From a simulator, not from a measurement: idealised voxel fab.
process module | voxel transistor to metal
cross-section cut | 185 nm wide | cells 5 nm
A cross-section is a grid of square cells, given in bands from the top down. A band is one or more rows of cells.
Each band's line starts with the height of the band's top and of its bottom, in nm. Then come its materials from left to right, each with its width in nm. One material with "throughout" fills the band from edge to edge. "air" is empty space.
Height 0 is the level under which the wafer as received is all one material. The lowest band goes on downwards, as in "0 down".
A width such as "30 to 40" changes by the same amount from each row of cells to the next, from the band's top row to its bottom row.
"no change" after a step means that no cell of the cross-section changed.
closed voids: empty space of 8 cells or more with no open way to the top, each as width x height at its distance from the left edge, in nm
after a step's settings: what the simulator itself notes on the step
overlay nm, on a step with a mask: how far to the right of its planned place the mask lay; to the left if negative
plan
1 op RECEIVE | material Si
2 op CONFORMAL_DEP | material SiO2 | thk nm 5
3 op CONFORMAL_DEP | material SiN | thk nm 10
4 op DIRECTIONAL_DEP | material aC | thk nm 15
5 op PATTERN | tone cover | mask id ACTIVE | material resist | width nm 100 | thk nm 30 | overlay nm 0
6 op DIRECTIONAL_ETCH | etch materials aC | depth nm 15
7 op STRIP | etch materials resist
8 op DIRECTIONAL_ETCH | etch materials SiN | depth nm 10
9 op DIRECTIONAL_ETCH | etch materials SiO2 | depth nm 5
10 op DIRECTIONAL_ETCH | etch materials Si | depth nm 30
11 op STRIP | etch materials aC
12 op FILL_DEP | material SiO2 | thk nm 15
13 op CMP | height nm 15
14 op SELECTIVE_ETCH | etch materials SiO2 | depth nm 10
15 op STRIP | etch materials SiN
16 op SELECTIVE_ETCH | etch materials SiO2 | depth nm 5
17 op OXIDIZE | depth nm 5
18 op DIRECTIONAL_DEP | material polySi | thk nm 25
19 op DIRECTIONAL_DEP | material SiCN | thk nm 10
20 op DIRECTIONAL_DEP | material aC | thk nm 15
21 op PATTERN | tone cover | mask id GATE | material resist | width nm 20 | thk nm 35 | overlay nm 0
22 op DIRECTIONAL_ETCH | etch materials aC | depth nm 15
23 op STRIP | etch materials resist
24 op DIRECTIONAL_ETCH | etch materials SiCN | depth nm 20
25 op DIRECTIONAL_ETCH | etch materials polySi | depth nm 35
26 op STRIP | etch materials aC
27 op CONFORMAL_DEP | material SiN | thk nm 10
28 op DIRECTIONAL_ETCH | etch materials SiN | depth nm 10
29 op DIRECTIONAL_ETCH | etch materials SiO2 | depth nm 5
30 op DIRECTIONAL_ETCH | etch materials Si | depth nm 10
31 op EPI | material SiGe | thk nm 15
32 op FILL_DEP | material SiO2 | thk nm 5
33 op CMP | height nm 35
34 op DIRECTIONAL_DEP | material SiO2 | thk nm 10
35 op PATTERN | tone open | mask id CONTACT | material resist | width nm 30 | pitch nm 60 | thk nm 15 | overlay nm 0
36 op DIRECTIONAL_ETCH | etch materials SiO2 | depth nm 45
37 op STRIP | etch materials resist
38 op CONFORMAL_DEP | material TiN | thk nm 5
39 op FILL_DEP | material W | thk nm 10
40 op CMP | height nm 45
41 op CONFORMAL_DEP | material SiN | thk nm 5
42 op DIRECTIONAL_DEP | material SiO2 | thk nm 20
43 op MASKED_ETCH | tone open | mask id METAL_1 | width nm 15 | pitch nm 75 | etch materials SiO2 | depth nm 20 | overlay nm 0
44 op MASKED_ETCH | tone open | mask id METAL_1 | width nm 15 | pitch nm 75 | etch materials SiN | depth nm 5 | overlay nm 0
45 op CONFORMAL_DEP | material TiN | thk nm 5
46 op FILL_DEP | material Cu | thk nm 10
47 op CMP | height nm 70
48 op CONFORMAL_DEP | material SiCN | thk nm 5
49 op DIRECTIONAL_DEP | material SiO2 | thk nm 25
50 op PATTERN | tone open | mask id METAL_2 | material resist | width nm 15 | pitch nm 75 | thk nm 15 | overlay nm 0
51 op DIRECTIONAL_ETCH | etch materials SiO2 | depth nm 15
52 op STRIP | etch materials resist
53 op DIRECTIONAL_DEP | material aC | thk nm 15
54 op PATTERN | tone open | mask id METAL_2_HOLES | material resist | width nm 15 | pitch nm 75 | thk nm 35 | overlay nm 0
55 op DIRECTIONAL_ETCH | etch materials aC | depth nm 15
56 op STRIP | etch materials resist
57 op DIRECTIONAL_ETCH | etch materials SiO2 | depth nm 10
58 op DIRECTIONAL_ETCH | etch materials SiCN | depth nm 5
59 op STRIP | etch materials aC
60 op CONFORMAL_DEP | material TiN | thk nm 5
61 op FILL_DEP | material Cu | thk nm 10
62 op CMP | height nm 100
63 op CONFORMAL_DEP | material SiN | thk nm 5
as received, after step 1
  0 down: Si throughout
  closed voids: none
a wafer at the end: this start, this plan, one mistake
  105 to 100: SiN throughout
  100 to 95: SiCN 45 | TiN 15 | SiCN 60 | TiN 15 | SiCN 50
  95 to 70: SiCN throughout
  70 to 50: SiO2 45 | TiN 5 | Cu 5 | TiN 5 | SiO2 60 | TiN 5 | Cu 5 | TiN 5 | SiO2 50
  50 to 45: SiN 45 | TiN 15 | SiN 60 | TiN 15 | SiN 50
  45 to 35: SiO2 45 | TiN 5 | W 20 to 15 | TiN 5 to 10 | SiO2 30 | TiN 5 to 10 | W 20 to 15 | TiN 5 | SiO2 50
  35 to 25: SiO2 45 | TiN 5 | W 15 | TiN 5 | SiN 10 | SiCN 20 | SiN 10 | TiN 5 | W 15 | TiN 5 | SiO2 50
  25 to 15: SiO2 45 | TiN 5 | W 15 | TiN 5 | SiN 10 | polySi 20 | SiN 10 | TiN 5 | W 15 | TiN 5 | SiO2 50
  15 to 10: SiO2 45 | TiN 25 | SiN 10 | polySi 20 | SiN 10 | TiN 25 | SiO2 50
  10 to 0: SiO2 45 | TiN 10 | SiGe 15 | SiN 10 | polySi 20 | SiN 10 | SiGe 15 | TiN 10 | SiO2 50
  0 to -5: SiO2 35 | SiGe 35 | SiO2 40 | SiGe 35 | SiO2 40
  -5 to -15: SiO2 40 | SiGe 30 | Si 40 | SiGe 30 | SiO2 45
  -15 to -30: SiO2 40 | Si 100 | SiO2 45
  -30 down: Si throughout
  closed voids: none
what went wrong: step 49 ran as: op DIRECTIONAL_DEP | material SiCN | thk nm 25
